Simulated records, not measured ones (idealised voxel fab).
process module | voxel quadruple lines
cross-section cut | 300 nm wide | cells 5 nm
A cross-section is a grid of square cells, given in bands from the top down. A band is one or more rows of cells.
Each band's line starts with the height of the band's top and of its bottom, in nm. Then come its materials from left to right, each with its width in nm. One material with "throughout" fills the band from edge to edge. "air" is empty space.
Height 0 is the level under which the wafer as received is all one material. The lowest band goes on downwards, as in "0 down".
A width such as "30 to 40" changes by the same amount from each row of cells to the next, from the band's top row to its bottom row.
"no change" after a step means that no cell of the cross-section changed.
closed voids: empty space of 8 cells or more with no open way to the top, each as width x height at its distance from the left edge, in nm
after a step's settings: what the simulator itself notes on the step
overlay nm, on a step with a mask: how far to the right of its planned place the mask lay; to the left if negative
plan
1 op RECEIVE | material Si
2 op CONFORMAL_DEP | material Al2O3 | thk nm 10
3 op DIRECTIONAL_DEP | material W | thk nm 10
4 op DIRECTIONAL_DEP | material polySi | thk nm 20
5 op DIRECTIONAL_DEP | material aC | thk nm 25
6 op PATTERN | tone cover | mask id MANDREL | material resist | width nm 25 | pitch nm 80 | thk nm 35 | overlay nm 0
7 op DIRECTIONAL_ETCH | etch materials aC | depth nm 25
8 op STRIP | etch materials resist
9 op CONFORMAL_DEP | material SiO2 | thk nm 15
10 op DIRECTIONAL_ETCH | etch materials SiO2 | depth nm 15
11 op STRIP | etch materials aC
12 op DIRECTIONAL_ETCH | etch materials polySi | depth nm 20
13 op STRIP | etch materials SiO2
14 op CONFORMAL_DEP | material SiN | thk nm 5
15 op DIRECTIONAL_ETCH | etch materials SiN | depth nm 5
16 op STRIP | etch materials polySi
17 op DIRECTIONAL_ETCH | etch materials W | depth nm 10
18 op STRIP | etch materials SiN
19 op FILL_DEP | material lowk | thk nm 10
20 op CMP | height nm 20
first wafer, as planned
as received, after step 1
  0 down: Si throughout
  closed voids: none
after step 2
  10 to 0: Al2O3 throughout
  below 0: unchanged
after step 3
  20 to 10: W throughout
  below 10: unchanged
after step 4
  40 to 20: polySi throughout
  below 20: unchanged
after step 5
  65 to 40: aC throughout
  below 40: unchanged
after step 6
  100 to 65: air 95 | resist 25 | air 55 | resist 25 | air 100
  below 65: unchanged
after step 7
  75 to 65: air 95 | resist 25 | air 55 | resist 25 | air 100
  65 to 40: air 95 | aC 25 | air 55 | aC 25 | air 100
  below 40: unchanged
after step 8
  65 to 40: air 95 | aC 25 | air 55 | aC 25 | air 100
  below 40: unchanged
after step 9
  80 to 65: air 80 | SiO2 55 | air 25 | SiO2 55 | air 85
  65 to 55: air 80 | SiO2 15 | aC 25 | SiO2 15 | air 25 | SiO2 15 | aC 25 | SiO2 15 | air 85
  55 to 40: SiO2 95 | aC 25 | SiO2 55 | aC 25 | SiO2 100
  below 40: unchanged
after step 10
  65 to 40: air 80 | SiO2 15 | aC 25 | SiO2 15 | air 25 | SiO2 15 | aC 25 | SiO2 15 | air 85
  below 40: unchanged
after step 11
  65 to 40: air 80 | SiO2 15 | air 25 | SiO2 15 | air 25 | SiO2 15 | air 25 | SiO2 15 | air 85
  below 40: unchanged
after step 12
  65 to 40: air 80 | SiO2 15 | air 25 | SiO2 15 | air 25 | SiO2 15 | air 25 | SiO2 15 | air 85
  40 to 20: air 80 | polySi 15 | air 25 | polySi 15 | air 25 | polySi 15 | air 25 | polySi 15 | air 85
  below 20: unchanged
after step 13
  40 to 20: air 80 | polySi 15 | air 25 | polySi 15 | air 25 | polySi 15 | air 25 | polySi 15 | air 85
  below 20: unchanged
after step 14
  45 to 40: air 75 | SiN 25 | air 15 | SiN 25 | air 15 | SiN 25 | air 15 | SiN 25 | air 80
  40 to 25: air 75 | SiN 5 | polySi 15 | SiN 5 | air 15 | SiN 5 | polySi 15 | SiN 5 | air 15 | SiN 5 | polySi 15 | SiN 5 | air 15 | SiN 5 | polySi 15 | SiN 5 | air 80
  25 to 20: SiN 80 | polySi 15 | SiN 25 | polySi 15 | SiN 25 | polySi 15 | SiN 25 | polySi 15 | SiN 85
  below 20: unchanged
after step 15
  40 to 20: air 75 | SiN 5 | polySi 15 | SiN 5 | air 15 | SiN 5 | polySi 15 | SiN 5 | air 15 | SiN 5 | polySi 15 | SiN 5 | air 15 | SiN 5 | polySi 15 | SiN 5 | air 80
  below 20: unchanged
after step 16
  40 to 20: air 75 | SiN 5 | air 15 | SiN 5 | air 15 | SiN 5 | air 15 | SiN 5 | air 15 | SiN 5 | air 15 | SiN 5 | air 15 | SiN 5 | air 15 | SiN 5 | air 80
  below 20: unchanged
after step 17
  40 to 20: air 75 | SiN 5 | air 15 | SiN 5 | air 15 | SiN 5 | air 15 | SiN 5 | air 15 | SiN 5 | air 15 | SiN 5 | air 15 | SiN 5 | air 15 | SiN 5 | air 80
  20 to 10: air 75 | W 5 | air 15 | W 5 | air 15 | W 5 | air 15 | W 5 | air 15 | W 5 | air 15 | W 5 | air 15 | W 5 | air 15 | W 5 | air 80
  below 10: unchanged
after step 18
  20 to 10: air 75 | W 5 | air 15 | W 5 | air 15 | W 5 | air 15 | W 5 | air 15 | W 5 | air 15 | W 5 | air 15 | W 5 | air 15 | W 5 | air 80
  below 10: unchanged
after step 19
  30 to 20: lowk throughout
  20 to 10: lowk 75 | W 5 | lowk 15 | W 5 | lowk 15 | W 5 | lowk 15 | W 5 | lowk 15 | W 5 | lowk 15 | W 5 | lowk 15 | W 5 | lowk 15 | W 5 | lowk 80
  below 10: unchanged
after step 20
  20 to 10: lowk 75 | W 5 | lowk 15 | W 5 | lowk 15 | W 5 | lowk 15 | W 5 | lowk 15 | W 5 | lowk 15 | W 5 | lowk 15 | W 5 | lowk 15 | W 5 | lowk 80
  below 10: unchanged
second wafer: like start, like plan, one mistake. Through step 2 it matches the first wafer
when step 3 should have ended
  30 to 10: polySi throughout
  below 10: unchanged
when step 4 should have ended
  40 to 30: W throughout
  below 30: unchanged
when step 5 should have ended
  65 to 40: aC throughout
  below 40: unchanged
when step 6 should have ended
  100 to 65: air 95 | resist 25 | air 55 | resist 25 | air 100
  below 65: unchanged
when step 7 should have ended
  75 to 65: air 95 | resist 25 | air 55 | resist 25 | air 100
  65 to 40: air 95 | aC 25 | air 55 | aC 25 | air 100
  below 40: unchanged
when step 8 should have ended
  65 to 40: air 95 | aC 25 | air 55 | aC 25 | air 100
  below 40: unchanged
when step 9 should have ended
  80 to 65: air 80 | SiO2 55 | air 25 | SiO2 55 | air 85
  65 to 55: air 80 | SiO2 15 | aC 25 | SiO2 15 | air 25 | SiO2 15 | aC 25 | SiO2 15 | air 85
  55 to 40: SiO2 95 | aC 25 | SiO2 55 | aC 25 | SiO2 100
  below 40: unchanged
when step 10 should have ended
  65 to 40: air 80 | SiO2 15 | aC 25 | SiO2 15 | air 25 | SiO2 15 | aC 25 | SiO2 15 | air 85
  below 40: unchanged
when step 11 should have ended
  65 to 40: air 80 | SiO2 15 | air 25 | SiO2 15 | air 25 | SiO2 15 | air 25 | SiO2 15 | air 85
  below 40: unchanged
when step 12 should have ended: no change
when step 13 should have ended
  40 to 30: W throughout
  below 30: unchanged
when step 14 should have ended
  45 to 40: SiN throughout
  below 40: unchanged
when step 15 should have ended
  40 to 30: W throughout
  below 30: unchanged
when step 16 should have ended: no change
when step 17 should have ended
  30 to 10: polySi throughout
  below 10: unchanged
when step 18 should have ended: no change
when step 19 should have ended
  40 to 30: lowk throughout
  below 30: unchanged
when step 20 should have ended
  20 to 10: polySi throughout
  below 10: unchanged
what went wrong: steps 3 and 4 were swapped
at the end the second wafer has, in cells: 16 fewer of W | 104 fewer of lowk | 120 more of polySi
